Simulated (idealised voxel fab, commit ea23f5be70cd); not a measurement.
voxel self aligned contacts: a process module
It is cross-section cut that appears here, measuring 265 nm in width, its square cells being 5 nm in size.
A cross-section is written here as square cells arranged in a grid, and it is given in bands from the top down, each band taking up one or more rows of cells. Top height, bottom height, nm. Materials left to right, width each, nm. Single material + "throughout" = fills band edge to edge. "blank" = empty. For the purposes of this specification, 0 denotes the height below which the wafer in its as-received condition is composed wholly of one material, and the lowermost band, lacking a lower limit, extends downward without end, as expressed in "0 nm and below". Read "30..40" as a graded width: first number on top, second number at the bottom, same change between each pair of neighbouring rows. The cross-section has no changed cell in any step marked "no alterations made". Enclosed voids (no open way to top), threshold 8 cells or more, entry "Closed internal voids", notation width x height at distance, distance from left edge, nm. Post-settings text on a step line: simulator's own remark regarding the step. On any step carrying a mask, the "overlay nm" setting, if present on the step's line, tells how far right of its planned place the mask lay; negative values point to the left. Quick note on how to read the rest: it's all pairs. You get the cross-section before a process step and the one after, but the after one only goes down as far as the lowest band that changed. The step in between, with its settings, sits under the pair. Heads up, the pairs can come from different runs of this module on the same starting wafer, so don't assume a pair picks up from the one above unless its "Pre-step geometry" entry says it does.

PRE-STEP GEOMETRY
* 0 nm and below = Si throughout
* Closed internal voids: none

RESULTING CROSS-SECTION
* 0 nm to -5 nm = SiO2 throughout
* below -5: unchanged
* Closed internal voids: none
What step was run between the cross-section before it and the cross-section after it, both above? OXIDIZE with depth nm 5

Pre-step geometry: The initial state for this step is given by the after cross-section of the immediately preceding pair.

RESULTING CROSS-SECTION
* 20 nm to 0 nm = polySi throughout
* below 0: unchanged
* Closed internal voids: none
What step was run between the cross-section before it and the cross-section after it, both above? DIRECTIONAL_DEP with material polySi, thk nm 20

Pre-step geometry: The initial state for this step is given by the after cross-section of the immediately preceding pair.

RESULTING CROSS-SECTION
* 40 nm to 20 nm = SiN throughout
* below 20: unchanged
* Closed internal voids: none
What step was run between the cross-section before it and the cross-section after it, both above? DIRECTIONAL_DEP with material SiN, thk nm 20

Pre-step geometry: The initial state for this step is given by the after cross-section of the immediately preceding pair.

RESULTING CROSS-SECTION
* 40 nm to 20 nm = blank 85, then SiN 35, then blank 25, then SiN 35, then blank 85
* below 20: unchanged
* Closed internal voids: none
What step was run between the cross-section before it and the cross-section after it, both above? MASKED_ETCH with tone cover, mask id GATE, width nm 35, pitch nm 60, etch materials SiN, depth nm 20, overlay nm 0

Pre-step geometry: The initial state for this step is given by the after cross-section of the immediately preceding pair.

RESULTING CROSS-SECTION
* 40 nm to 20 nm = blank 85, then SiN 35, then blank 25, then SiN 35, then blank 85
* 20 nm to 0 nm = blank 85, then polySi 35, then blank 25, then polySi 35, then blank 85
* below 0: unchanged
* Closed internal voids: none
What step was run between the cross-section before it and the cross-section after it, both above? MASKED_ETCH with tone cover, mask id GATE, width nm 35, pitch nm 60, etch materials polySi, depth nm 20, overlay nm 0

Pre-step geometry: The initial state for this step is given by the after cross-section of the immediately preceding pair.

RESULTING CROSS-SECTION
* 45 nm to 20 nm = blank 80, then SiN 45, then blank 15, then SiN 45, then blank 80
* 20 nm to 5 nm = blank 80, then SiN 5, then polySi 35, then SiN 5, then blank 15, then SiN 5, then polySi 35, then SiN 5, then blank 80
* 5 nm to 0 nm = SiN 85, then polySi 35, then SiN 25, then polySi 35, then SiN 85
* below 0: unchanged
* Closed internal voids: none
What step was run between the cross-section before it and the cross-section after it, both above? CONFORMAL_DEP with material SiN, thk nm 5

Pre-step geometry: The initial state for this step is given by the after cross-section of the immediately preceding pair.

RESULTING CROSS-SECTION
* 40 nm to 20 nm = blank 80, then SiN 45, then blank 15, then SiN 45, then blank 80
* 20 nm to 0 nm = blank 80, then SiN 5, then polySi 35, then SiN 5, then blank 15, then SiN 5, then polySi 35, then SiN 5, then blank 80
* below 0: unchanged
* Closed internal voids: none
What step was run between the cross-section before it and the cross-section after it, both above? DIRECTIONAL_ETCH with etch materials SiN, depth nm 5

Pre-step geometry: The initial state for this step is given by the after cross-section of the immediately preceding pair.

RESULTING CROSS-SECTION
* 50 nm to 40 nm = SiO2 throughout
* 40 nm to 20 nm = SiO2 80, then SiN 45, then SiO2 15, then SiN 45, then SiO2 80
* 20 nm to 0 nm = SiO2 80, then SiN 5, then polySi 35, then SiN 5, then SiO2 15, then SiN 5, then polySi 35, then SiN 5, then SiO2 80
* below 0: unchanged
* Closed internal voids: none
What step was run between the cross-section before it and the cross-section after it, both above? FILL_DEP with material SiO2, thk nm 10

Pre-step geometry: The initial state for this step is given by the after cross-section of the immediately preceding pair.

RESULTING CROSS-SECTION
* 45 nm to 40 nm = SiO2 throughout
* below 40: unchanged
* Closed internal voids: none
What step was run between the cross-section before it and the cross-section after it, both above? CMP with height nm 45

Pre-step geometry: The initial state for this step is given by the after cross-section of the immediately preceding pair.

RESULTING CROSS-SECTION
* 65 nm to 45 nm = resist 110, then blank 45, then resist 110
* below 45: unchanged
* Closed internal voids: none
What step was run between the cross-section before it and the cross-section after it, both above? PATTERN with tone open, mask id CONTACT, material resist, width nm 45, thk nm 20, overlay nm 0

Pre-step geometry: The initial state for this step is given by the after cross-section of the immediately preceding pair.

RESULTING CROSS-SECTION
* 65 nm to 45 nm = resist 110, then blank 45, then resist 110
* 45 nm to 40 nm = SiO2 110, then blank 45, then SiO2 110
* 40 nm to 20 nm = SiO2 80, then SiN 45, then blank 15, then SiN 45, then SiO2 80
* 20 nm to 0 nm = SiO2 80, then SiN 5, then polySi 35, then SiN 5, then blank 15, then SiN 5, then polySi 35, then SiN 5, then SiO2 80
* 0 nm to -5 nm = SiO2 125, then blank 15, then SiO2 125
* below -5: unchanged
* Closed internal voids: none
What step was run between the cross-section before it and the cross-section after it, both above? DIRECTIONAL_ETCH with etch materials SiO2, depth nm 50

Pre-step geometry: The initial state for this step is given by the after cross-section of the immediately preceding pair.

RESULTING CROSS-SECTION
* 45 nm to 40 nm = SiO2 110, then blank 45, then SiO2 110
* below 40: unchanged
* Closed internal voids: none
What step was run between the cross-section before it and the cross-section after it, both above? STRIP with etch materials resist

Pre-step geometry: The initial state for this step is given by the after cross-section of the immediately preceding pair.

RESULTING CROSS-SECTION
* 50 nm to 45 nm = TiN 115, then blank 35, then TiN 115
* 45 nm to 40 nm = SiO2 110, then TiN 20, then blank 5, then TiN 20, then SiO2 110
* 40 nm to 20 nm = SiO2 80, then SiN 45, then TiN 5, then blank 5, then TiN 5, then SiN 45, then SiO2 80
* 20 nm to 0 nm = SiO2 80, then SiN 5, then polySi 35, then SiN 5, then TiN 5, then blank 5, then TiN 5, then SiN 5, then polySi 35, then SiN 5, then SiO2 80
* 0 nm to -5 nm = SiO2 125, then TiN 15, then SiO2 125
* below -5: unchanged
* Closed internal voids: none
What step was run between the cross-section before it and the cross-section after it, both above? CONFORMAL_DEP with material TiN, thk nm 5

Pre-step geometry: The initial state for this step is given by the after cross-section of the immediately preceding pair.

RESULTING CROSS-SECTION
* 60 nm to 50 nm = W throughout
* 50 nm to 45 nm = TiN 115, then W 35, then TiN 115
* 45 nm to 40 nm = SiO2 110, then TiN 20, then W 5, then TiN 20, then SiO2 110
* 40 nm to 20 nm = SiO2 80, then SiN 45, then TiN 5, then W 5, then TiN 5, then SiN 45, then SiO2 80
* 20 nm to 0 nm = SiO2 80, then SiN 5, then polySi 35, then SiN 5, then TiN 5, then W 5, then TiN 5, then SiN 5, then polySi 35, then SiN 5, then SiO2 80
* below 0: unchanged
* Closed internal voids: none
What step was run between the cross-section before it and the cross-section after it, both above? FILL_DEP with material W, thk nm 10

Pre-step geometry: The initial state for this step is given by the after cross-section of the immediately preceding pair.

RESULTING CROSS-SECTION
* 45 nm to 40 nm = SiO2 110, then TiN 20, then W 5, then TiN 20, then SiO2 110
* below 40: unchanged
* Closed internal voids: none
What step was run between the cross-section before it and the cross-section after it, both above? CMP with height nm 45

Pre-step geometry: The initial state for this step is given by the after cross-section of the immediately preceding pair.

RESULTING CROSS-SECTION
* 50 nm to 45 nm = SiN throughout
* below 45: unchanged
* Closed internal voids: none
What step was run between the cross-section before it and the cross-section after it, both above? CONFORMAL_DEP with material SiN, thk nm 5

PRE-STEP GEOMETRY
* 60 nm to 50 nm = W throughout
* 50 nm to 45 nm = TiN 115, then W 35, then TiN 115
* 45 nm to 40 nm = SiO2 110, then TiN 20, then W 5, then TiN 20, then SiO2 110
* 40 nm to 20 nm = SiO2 80, then SiN 45, then TiN 5, then W 5, then TiN 5, then SiN 45, then SiO2 80
* 20 nm to 0 nm = SiO2 80, then SiN 5, then polySi 35, then SiN 5, then TiN 5, then W 5, then TiN 5, then SiN 5, then polySi 35, then SiN 5, then SiO2 80
* 0 nm to -5 nm = SiO2 125, then TiN 15, then SiO2 125
* -5 nm and below = Si throughout
* Closed internal voids: none

RESULTING CROSS-SECTION
* 65 nm to 60 nm = SiN throughout
* below 60: unchanged
* Closed internal voids: none
What step was run between the cross-section before it and the cross-section after it, both above? CONFORMAL_DEP with material SiN, thk nm 5

PRE-STEP GEOMETRY
* 40 nm to 20 nm = SiN throughout
* 20 nm to 0 nm = polySi throughout
* 0 nm to -5 nm = SiO2 throughout
* -5 nm and below = Si throughout
* Closed internal voids: none

RESULTING CROSS-SECTION
* 60 nm to 20 nm = SiN throughout
* below 20: unchanged
* Closed internal voids: none
What step was run between the cross-section before it and the cross-section after it, both above? DIRECTIONAL_DEP with material SiN, thk nm 20

Pre-step geometry: The initial state for this step is given by the after cross-section of the immediately preceding pair.

RESULTING CROSS-SECTION
* 60 nm to 40 nm = blank 85, then SiN 35, then blank 25, then SiN 35, then blank 85
* below 40: unchanged
* Closed internal voids: none
What step was run between the cross-section before it and the cross-section after it, both above? MASKED_ETCH with tone cover, mask id GATE, width nm 35, pitch nm 60, etch materials SiN, depth nm 20, overlay nm 0

Pre-step geometry: The initial state for this step is given by the after cross-section of the immediately preceding pair.

RESULTING CROSS-SECTION
* 65 nm to 45 nm = blank 80, then SiN 45, then blank 15, then SiN 45, then blank 80
* 45 nm to 20 nm = SiN throughout
* below 20: unchanged
* Closed internal voids: none
What step was run between the cross-section before it and the cross-section after it, both above? CONFORMAL_DEP with material SiN, thk nm 5

Pre-step geometry: The initial state for this step is given by the after cross-section of the immediately preceding pair.

RESULTING CROSS-SECTION
* 60 nm to 40 nm = blank 80, then SiN 45, then blank 15, then SiN 45, then blank 80
* below 40: unchanged
* Closed internal voids: none
What step was run between the cross-section before it and the cross-section after it, both above? DIRECTIONAL_ETCH with etch materials SiN, depth nm 5

Pre-step geometry: The initial state for this step is given by the after cross-section of the immediately preceding pair.

RESULTING CROSS-SECTION
* 70 nm to 60 nm = SiO2 throughout
* 60 nm to 40 nm = SiO2 80, then SiN 45, then SiO2 15, then SiN 45, then SiO2 80
* below 40: unchanged
* Closed internal voids: none
What step was run between the cross-section before it and the cross-section after it, both above? FILL_DEP with material SiO2, thk nm 10

Pre-step geometry: The initial state for this step is given by the after cross-section of the immediately preceding pair.

RESULTING CROSS-SECTION
* 45 nm to 40 nm = SiO2 80, then SiN 45, then SiO2 15, then SiN 45, then SiO2 80
* below 40: unchanged
* Closed internal voids: none
What step was run between the cross-section before it and the cross-section after it, both above? CMP with height nm 45

Pre-step geometry: The initial state for this step is given by the after cross-section of the immediately preceding pair.

RESULTING CROSS-SECTION
* 65 nm to 45 nm = resist 110, then blank 45, then resist 110
* below 45: unchanged
* Closed internal voids: none
What step was run between the cross-section before it and the cross-section after it, both above? PATTERN with tone open, mask id CONTACT, material resist, width nm 45, thk nm 20, overlay nm 0

Pre-step geometry: The initial state for this step is given by the after cross-section of the immediately preceding pair.

RESULTING CROSS-SECTION
* 65 nm to 45 nm = resist 110, then blank 45, then resist 110
* 45 nm to 40 nm = SiO2 80, then SiN 45, then blank 15, then SiN 45, then SiO2 80
* below 40: unchanged
* Closed internal voids: none
What step was run between the cross-section before it and the cross-section after it, both above? DIRECTIONAL_ETCH with etch materials SiO2, depth nm 50

Pre-step geometry: The initial state for this step is given by the after cross-section of the immediately preceding pair.

RESULTING CROSS-SECTION
* 45 nm to 40 nm = SiO2 80, then SiN 45, then blank 15, then SiN 45, then SiO2 80
* below 40: unchanged
* Closed internal voids: none
What step was run between the cross-section before it and the cross-section after it, both above? STRIP with etch materials resist

Pre-step geometry: The initial state for this step is given by the after cross-section of the immediately preceding pair.

RESULTING CROSS-SECTION
* 50 nm to 45 nm = TiN 130, then blank 5, then TiN 130
* 45 nm to 40 nm = SiO2 80, then SiN 45, then TiN 15, then SiN 45, then SiO2 80
* below 40: unchanged
* Closed internal voids: none
What step was run between the cross-section before it and the cross-section after it, both above? CONFORMAL_DEP with material TiN, thk nm 5

Pre-step geometry: The initial state for this step is given by the after cross-section of the immediately preceding pair.

RESULTING CROSS-SECTION
* 60 nm to 50 nm = W throughout
* 50 nm to 45 nm = TiN 130, then W 5, then TiN 130
* below 45: unchanged
* Closed internal voids: none
What step was run between the cross-section before it and the cross-section after it, both above? FILL_DEP with material W, thk nm 10

Pre-step geometry: The initial state for this step is given by the after cross-section of the immediately preceding pair.

RESULTING CROSS-SECTION
* 45 nm to 40 nm = SiO2 80, then SiN 45, then TiN 15, then SiN 45, then SiO2 80
* below 40: unchanged
* Closed internal voids: none
What step was run between the cross-section before it and the cross-section after it, both above? CMP with height nm 45

Pre-step geometry: The initial state for this step is given by the after cross-section of the immediately preceding pair.

RESULTING CROSS-SECTION
* 50 nm to 45 nm = SiN throughout
* below 45: unchanged
* Closed internal voids: none
What step was run between the cross-section before it and the cross-section after it, both above? CONFORMAL_DEP with material SiN, thk nm 5

PRE-STEP GEOMETRY
* 0 nm and below = Si throughout
* Closed internal voids: none

RESULTING CROSS-SECTION
* 20 nm to 0 nm = polySi throughout
* below 0: unchanged
* Closed internal voids: none
What step was run between the cross-section before it and the cross-section after it, both above? DIRECTIONAL_DEP with material polySi, thk nm 20

Pre-step geometry: The initial state for this step is given by the after cross-section of the immediately preceding pair.

RESULTING CROSS-SECTION
* 20 nm to 15 nm = SiO2 throughout
* below 15: unchanged
* Closed internal voids: none
What step was run between the cross-section before it and the cross-section after it, both above? OXIDIZE with depth nm 5

Pre-step geometry: The initial state for this step is given by the after cross-section of the immediately preceding pair.

RESULTING CROSS-SECTION
* 40 nm to 20 nm = SiN throughout
* below 20: unchanged
* Closed internal voids: none
What step was run between the cross-section before it and the cross-section after it, both above? DIRECTIONAL_DEP with material SiN, thk nm 20

Pre-step geometry: The initial state for this step is given by the after cross-section of the immediately preceding pair.

RESULTING CROSS-SECTION
* 40 nm to 20 nm = blank 85, then SiN 35, then blank 25, then SiN 35, then blank 85
* below 20: unchanged
* Closed internal voids: none
What step was run between the cross-section before it and the cross-section after it, both above? MASKED_ETCH with tone cover, mask id GATE, width nm 35, pitch nm 60, etch materials SiN, depth nm 20, overlay nm 0

Pre-step geometry: The initial state for this step is given by the after cross-section of the immediately preceding pair.

RESULTING CROSS-SECTION
* 45 nm to 25 nm = blank 80, then SiN 45, then blank 15, then SiN 45, then blank 80
* 25 nm to 20 nm = SiN throughout
* below 20: unchanged
* Closed internal voids: none
What step was run between the cross-section before it and the cross-section after it, both above? CONFORMAL_DEP with material SiN, thk nm 5

Pre-step geometry: The initial state for this step is given by the after cross-section of the immediately preceding pair.

RESULTING CROSS-SECTION
* 40 nm to 20 nm = blank 80, then SiN 45, then blank 15, then SiN 45, then blank 80
* below 20: unchanged
* Closed internal voids: none
What step was run between the cross-section before it and the cross-section after it, both above? DIRECTIONAL_ETCH with etch materials SiN, depth nm 5

Pre-step geometry: The initial state for this step is given by the after cross-section of the immediately preceding pair.

RESULTING CROSS-SECTION
* 50 nm to 40 nm = SiO2 throughout
* 40 nm to 20 nm = SiO2 80, then SiN 45, then SiO2 15, then SiN 45, then SiO2 80
* below 20: unchanged
* Closed internal voids: none
What step was run between the cross-section before it and the cross-section after it, both above? FILL_DEP with material SiO2, thk nm 10

Pre-step geometry: The initial state for this step is given by the after cross-section of the immediately preceding pair.

RESULTING CROSS-SECTION
* 45 nm to 40 nm = SiO2 throughout
* below 40: unchanged
* Closed internal voids: none
What step was run between the cross-section before it and the cross-section after it, both above? CMP with height nm 45

Pre-step geometry: The initial state for this step is given by the after cross-section of the immediately preceding pair.

RESULTING CROSS-SECTION
* 65 nm to 45 nm = resist 110, then blank 45, then resist 110
* below 45: unchanged
* Closed internal voids: none
What step was run between the cross-section before it and the cross-section after it, both above? PATTERN with tone open, mask id CONTACT, material resist, width nm 45, thk nm 20, overlay nm 0

Pre-step geometry: The initial state for this step is given by the after cross-section of the immediately preceding pair.

RESULTING CROSS-SECTION
* 65 nm to 45 nm = resist 110, then blank 45, then resist 110
* 45 nm to 40 nm = SiO2 110, then blank 45, then SiO2 110
* 40 nm to 20 nm = SiO2 80, then SiN 45, then blank 15, then SiN 45, then SiO2 80
* 20 nm to 15 nm = SiO2 125, then blank 15, then SiO2 125
* below 15: unchanged
* Closed internal voids: none
What step was run between the cross-section before it and the cross-section after it, both above? DIRECTIONAL_ETCH with etch materials SiO2, depth nm 50

Pre-step geometry: The initial state for this step is given by the after cross-section of the immediately preceding pair.

RESULTING CROSS-SECTION
* 45 nm to 40 nm = SiO2 110, then blank 45, then SiO2 110
* below 40: unchanged
* Closed internal voids: none
What step was run between the cross-section before it and the cross-section after it, both above? STRIP with etch materials resist

Pre-step geometry: The initial state for this step is given by the after cross-section of the immediately preceding pair.

RESULTING CROSS-SECTION
* 50 nm to 45 nm = TiN 115, then blank 35, then TiN 115
* 45 nm to 40 nm = SiO2 110, then TiN 20, then blank 5, then TiN 20, then SiO2 110
* 40 nm to 20 nm = SiO2 80, then SiN 45, then TiN 5, then blank 5, then TiN 5, then SiN 45, then SiO2 80
* 20 nm to 15 nm = SiO2 125, then TiN 15, then SiO2 125
* below 15: unchanged
* Closed internal voids: none
What step was run between the cross-section before it and the cross-section after it, both above? CONFORMAL_DEP with material TiN, thk nm 5

Pre-step geometry: The initial state for this step is given by the after cross-section of the immediately preceding pair.

RESULTING CROSS-SECTION
* 60 nm to 50 nm = W throughout
* 50 nm to 45 nm = TiN 115, then W 35, then TiN 115
* 45 nm to 40 nm = SiO2 110, then TiN 20, then W 5, then TiN 20, then SiO2 110
* 40 nm to 20 nm = SiO2 80, then SiN 45, then TiN 5, then W 5, then TiN 5, then SiN 45, then SiO2 80
* below 20: unchanged
* Closed internal voids: none
What step was run between the cross-section before it and the cross-section after it, both above? FILL_DEP with material W, thk nm 10

Pre-step geometry: The initial state for this step is given by the after cross-section of the immediately preceding pair.

RESULTING CROSS-SECTION
* 45 nm to 40 nm = SiO2 110, then TiN 20, then W 5, then TiN 20, then SiO2 110
* below 40: unchanged
* Closed internal voids: none
What step was run between the cross-section before it and the cross-section after it, both above? CMP with height nm 45

Pre-step geometry: The initial state for this step is given by the after cross-section of the immediately preceding pair.

RESULTING CROSS-SECTION
* 50 nm to 45 nm = SiN throughout
* below 45: unchanged
* Closed internal voids: none
What step was run between the cross-section before it and the cross-section after it, both above? CONFORMAL_DEP with material SiN, thk nm 5

PRE-STEP GEOMETRY
* 60 nm to 50 nm = W throughout
* 50 nm to 45 nm = TiN 115, then W 35, then TiN 115
* 45 nm to 40 nm = SiO2 110, then TiN 20, then W 5, then TiN 20, then SiO2 110
* 40 nm to 20 nm = SiO2 80, then SiN 45, then TiN 5, then W 5, then TiN 5, then SiN 45, then SiO2 80
* 20 nm to 0 nm = SiO2 80, then SiN 5, then polySi 35, then SiN 5, then TiN 5, then W 5, then TiN 5, then SiN 5, then polySi 35, then SiN 5, then SiO2 80
* 0 nm to -5 nm = SiO2 125, then TiN 15, then SiO2 125
* -5 nm and below = Si throughout
* Closed internal voids: none

RESULTING CROSS-SECTION
* 50 nm to 45 nm = TiN 115, then W 35, then TiN 115
* below 45: unchanged
* Closed internal voids: none
What step was run between the cross-section before it and the cross-section after it, both above? CMP with height nm 50

Pre-step geometry: The initial state for this step is given by the after cross-section of the immediately preceding pair.

RESULTING CROSS-SECTION
* 55 nm to 50 nm = SiN throughout
* below 50: unchanged
* Closed internal voids: none
What step was run between the cross-section before it and the cross-section after it, both above? CONFORMAL_DEP with material SiN, thk nm 5

PRE-STEP GEOMETRY
* 40 nm to 20 nm = SiN throughout
* 20 nm to 0 nm = polySi throughout
* 0 nm to -5 nm = SiO2 throughout
* -5 nm and below = Si throughout
* Closed internal voids: none

RESULTING CROSS-SECTION
* 40 nm to 20 nm = blank 90, then SiN 30, then blank 30, then SiN 30, then blank 85
* below 20: unchanged
* Closed internal voids: none
What step was run between the cross-section before it and the cross-section after it, both above? MASKED_ETCH with tone cover, mask id GATE, width nm 30, pitch nm 60, etch materials SiN, depth nm 20, overlay nm 0

Pre-step geometry: The initial state for this step is given by the after cross-section of the immediately preceding pair.

RESULTING CROSS-SECTION
* 40 nm to 20 nm = blank 90, then SiN 30, then blank 30, then SiN 30, then blank 85
* 20 nm to 0 nm = blank 85, then polySi 35, then blank 25, then polySi 35, then blank 85
* below 0: unchanged
* Closed internal voids: none
What step was run between the cross-section before it and the cross-section after it, both above? MASKED_ETCH with tone cover, mask id GATE, width nm 35, pitch nm 60, etch materials polySi, depth nm 20, overlay nm 0

Pre-step geometry: The initial state for this step is given by the after cross-section of the immediately preceding pair.

RESULTING CROSS-SECTION
* 45 nm to 25 nm = blank 85, then SiN 40, then blank 20, then SiN 40, then blank 80
* 25 nm to 20 nm = blank 80, then SiN 45, then blank 15, then SiN 45, then blank 80
* 20 nm to 5 nm = blank 80, then SiN 5, then polySi 35, then SiN 5, then blank 15, then SiN 5, then polySi 35, then SiN 5, then blank 80
* 5 nm to 0 nm = SiN 85, then polySi 35, then SiN 25, then polySi 35, then SiN 85
* below 0: unchanged
* Closed internal voids: none
What step was run between the cross-section before it and the cross-section after it, both above? CONFORMAL_DEP with material SiN, thk nm 5

Pre-step geometry: The initial state for this step is given by the after cross-section of the immediately preceding pair.

RESULTING CROSS-SECTION
* 40 nm to 20 nm = blank 85, then SiN 40, then blank 20, then SiN 40, then blank 80
* 20 nm to 0 nm = blank 80, then SiN 5, then polySi 35, then SiN 5, then blank 15, then SiN 5, then polySi 35, then SiN 5, then blank 80
* below 0: unchanged
* Closed internal voids: none
What step was run between the cross-section before it and the cross-section after it, both above? DIRECTIONAL_ETCH with etch materials SiN, depth nm 5

Pre-step geometry: The initial state for this step is given by the after cross-section of the immediately preceding pair.

RESULTING CROSS-SECTION
* 50 nm to 40 nm = SiO2 throughout
* 40 nm to 20 nm = SiO2 85, then SiN 40, then SiO2 20, then SiN 40, then SiO2 80
* 20 nm to 0 nm = SiO2 80, then SiN 5, then polySi 35, then SiN 5, then SiO2 15, then SiN 5, then polySi 35, then SiN 5, then SiO2 80
* below 0: unchanged
* Closed internal voids: none
What step was run between the cross-section before it and the cross-section after it, both above? FILL_DEP with material SiO2, thk nm 10

Pre-step geometry: The initial state for this step is given by the after cross-section of the immediately preceding pair.

RESULTING CROSS-SECTION
* 45 nm to 40 nm = SiO2 throughout
* below 40: unchanged
* Closed internal voids: none
What step was run between the cross-section before it and the cross-section after it, both above? CMP with height nm 45

Pre-step geometry: The initial state for this step is given by the after cross-section of the immediately preceding pair.

RESULTING CROSS-SECTION
* 65 nm to 45 nm = resist 110, then blank 45, then resist 110
* below 45: unchanged
* Closed internal voids: none
What step was run between the cross-section before it and the cross-section after it, both above? PATTERN with tone open, mask id CONTACT, material resist, width nm 45, thk nm 20, overlay nm 0

Pre-step geometry: The initial state for this step is given by the after cross-section of the immediately preceding pair.

RESULTING CROSS-SECTION
* 65 nm to 45 nm = resist 110, then blank 45, then resist 110
* 45 nm to 40 nm = SiO2 110, then blank 45, then SiO2 110
* 40 nm to 20 nm = SiO2 85, then SiN 40, then blank 20, then SiN 40, then SiO2 80
* 20 nm to 0 nm = SiO2 80, then SiN 5, then polySi 35, then SiN 5, then blank 15, then SiN 5, then polySi 35, then SiN 5, then SiO2 80
* 0 nm to -5 nm = SiO2 125, then blank 15, then SiO2 125
* below -5: unchanged
* Closed internal voids: none
What step was run between the cross-section before it and the cross-section after it, both above? DIRECTIONAL_ETCH with etch materials SiO2, depth nm 50

Pre-step geometry: The initial state for this step is given by the after cross-section of the immediately preceding pair.

RESULTING CROSS-SECTION
* 45 nm to 40 nm = SiO2 110, then blank 45, then SiO2 110
* below 40: unchanged
* Closed internal voids: none
What step was run between the cross-section before it and the cross-section after it, both above? STRIP with etch materials resist

Pre-step geometry: The initial state for this step is given by the after cross-section of the immediately preceding pair.

RESULTING CROSS-SECTION
* 50 nm to 45 nm = TiN 115, then blank 35, then TiN 115
* 45 nm to 40 nm = SiO2 110, then TiN 20, then blank 10, then TiN 15, then SiO2 110
* 40 nm to 25 nm = SiO2 85, then SiN 40, then TiN 5, then blank 10, then TiN 5, then SiN 40, then SiO2 80
* 25 nm to 20 nm = SiO2 85, then SiN 40, then TiN 5, then blank 5, then TiN 10, then SiN 40, then SiO2 80
* 20 nm to 0 nm = SiO2 80, then SiN 5, then polySi 35, then SiN 5, then TiN 5, then blank 5, then TiN 5, then SiN 5, then polySi 35, then SiN 5, then SiO2 80
* 0 nm to -5 nm = SiO2 125, then TiN 15, then SiO2 125
* below -5: unchanged
* Closed internal voids: none
What step was run between the cross-section before it and the cross-section after it, both above? CONFORMAL_DEP with material TiN, thk nm 5

Pre-step geometry: The initial state for this step is given by the after cross-section of the immediately preceding pair.

RESULTING CROSS-SECTION
* 60 nm to 50 nm = W throughout
* 50 nm to 45 nm = TiN 115, then W 35, then TiN 115
* 45 nm to 40 nm = SiO2 110, then TiN 20, then W 10, then TiN 15, then SiO2 110
* 40 nm to 25 nm = SiO2 85, then SiN 40, then TiN 5, then W 10, then TiN 5, then SiN 40, then SiO2 80
* 25 nm to 20 nm = SiO2 85, then SiN 40, then TiN 5, then W 5, then TiN 10, then SiN 40, then SiO2 80
* 20 nm to 0 nm = SiO2 80, then SiN 5, then polySi 35, then SiN 5, then TiN 5, then W 5, then TiN 5, then SiN 5, then polySi 35, then SiN 5, then SiO2 80
* below 0: unchanged
* Closed internal voids: none
What step was run between the cross-section before it and the cross-section after it, both above? FILL_DEP with material W, thk nm 10

Pre-step geometry: The initial state for this step is given by the after cross-section of the immediately preceding pair.

RESULTING CROSS-SECTION
* 45 nm to 40 nm = SiO2 110, then TiN 20, then W 10, then TiN 15, then SiO2 110
* below 40: unchanged
* Closed internal voids: none
What step was run between the cross-section before it and the cross-section after it, both above? CMP with height nm 45

Pre-step geometry: The initial state for this step is given by the after cross-section of the immediately preceding pair.

RESULTING CROSS-SECTION
* 50 nm to 45 nm = SiN throughout
* below 45: unchanged
* Closed internal voids: none
What step was run between the cross-section before it and the cross-section after it, both above? CONFORMAL_DEP with material SiN, thk nm 5

PRE-STEP GEOMETRY
* 45 nm to 40 nm = SiO2 throughout
* 40 nm to 20 nm = SiO2 80, then SiN 45, then SiO2 15, then SiN 45, then SiO2 80
* 20 nm to 0 nm = SiO2 80, then SiN 5, then polySi 35, then SiN 5, then SiO2 15, then SiN 5, then polySi 35, then SiN 5, then SiO2 80
* 0 nm to -5 nm = SiO2 throughout
* -5 nm and below = Si throughout
* Closed internal voids: none

RESULTING CROSS-SECTION
* 65 nm to 45 nm = resist 100, then blank 45, then resist 120
* below 45: unchanged
* Closed internal voids: none
What step was run between the cross-section before it and the cross-section after it, both above? PATTERN with tone open, mask id CONTACT, material resist, width nm 45, thk nm 20, overlay nm -10

Pre-step geometry: The initial state for this step is given by the after cross-section of the immediately preceding pair.

RESULTING CROSS-SECTION
* 65 nm to 45 nm = resist 100, then blank 45, then resist 120
* 45 nm to 40 nm = SiO2 100, then blank 45, then SiO2 120
* 40 nm to 20 nm = SiO2 80, then SiN 45, then blank 15, then SiN 45, then SiO2 80
* 20 nm to 0 nm = SiO2 80, then SiN 5, then polySi 35, then SiN 5, then blank 15, then SiN 5, then polySi 35, then SiN 5, then SiO2 80
* 0 nm to -5 nm = SiO2 125, then blank 15, then SiO2 125
* below -5: unchanged
* Closed internal voids: none
What step was run between the cross-section before it and the cross-section after it, both above? DIRECTIONAL_ETCH with etch materials SiO2, depth nm 50

Pre-step geometry: The initial state for this step is given by the after cross-section of the immediately preceding pair.

RESULTING CROSS-SECTION
* 45 nm to 40 nm = SiO2 100, then blank 45, then SiO2 120
* below 40: unchanged
* Closed internal voids: none
What step was run between the cross-section before it and the cross-section after it, both above? STRIP with etch materials resist

Pre-step geometry: The initial state for this step is given by the after cross-section of the immediately preceding pair.

RESULTING CROSS-SECTION
* 50 nm to 45 nm = TiN 105, then blank 35, then TiN 125
* 45 nm to 40 nm = SiO2 100, then TiN 30, then blank 5, then TiN 10, then SiO2 120
* 40 nm to 20 nm = SiO2 80, then SiN 45, then TiN 5, then blank 5, then TiN 5, then SiN 45, then SiO2 80
* 20 nm to 0 nm = SiO2 80, then SiN 5, then polySi 35, then SiN 5, then TiN 5, then blank 5, then TiN 5, then SiN 5, then polySi 35, then SiN 5, then SiO2 80
* 0 nm to -5 nm = SiO2 125, then TiN 15, then SiO2 125
* below -5: unchanged
* Closed internal voids: none
What step was run between the cross-section before it and the cross-section after it, both above? CONFORMAL_DEP with material TiN, thk nm 5

Pre-step geometry: The initial state for this step is given by the after cross-section of the immediately preceding pair.

RESULTING CROSS-SECTION
* 60 nm to 50 nm = W throughout
* 50 nm to 45 nm = TiN 105, then W 35, then TiN 125
* 45 nm to 40 nm = SiO2 100, then TiN 30, then W 5, then TiN 10, then SiO2 120
* 40 nm to 20 nm = SiO2 80, then SiN 45, then TiN 5, then W 5, then TiN 5, then SiN 45, then SiO2 80
* 20 nm to 0 nm = SiO2 80, then SiN 5, then polySi 35, then SiN 5, then TiN 5, then W 5, then TiN 5, then SiN 5, then polySi 35, then SiN 5, then SiO2 80
* below 0: unchanged
* Closed internal voids: none
What step was run between the cross-section before it and the cross-section after it, both above? FILL_DEP with material W, thk nm 10

Pre-step geometry: The initial state for this step is given by the after cross-section of the immediately preceding pair.

RESULTING CROSS-SECTION
* 45 nm to 40 nm = SiO2 100, then TiN 30, then W 5, then TiN 10, then SiO2 120
* below 40: unchanged
* Closed internal voids: none
What step was run between the cross-section before it and the cross-section after it, both above? CMP with height nm 45
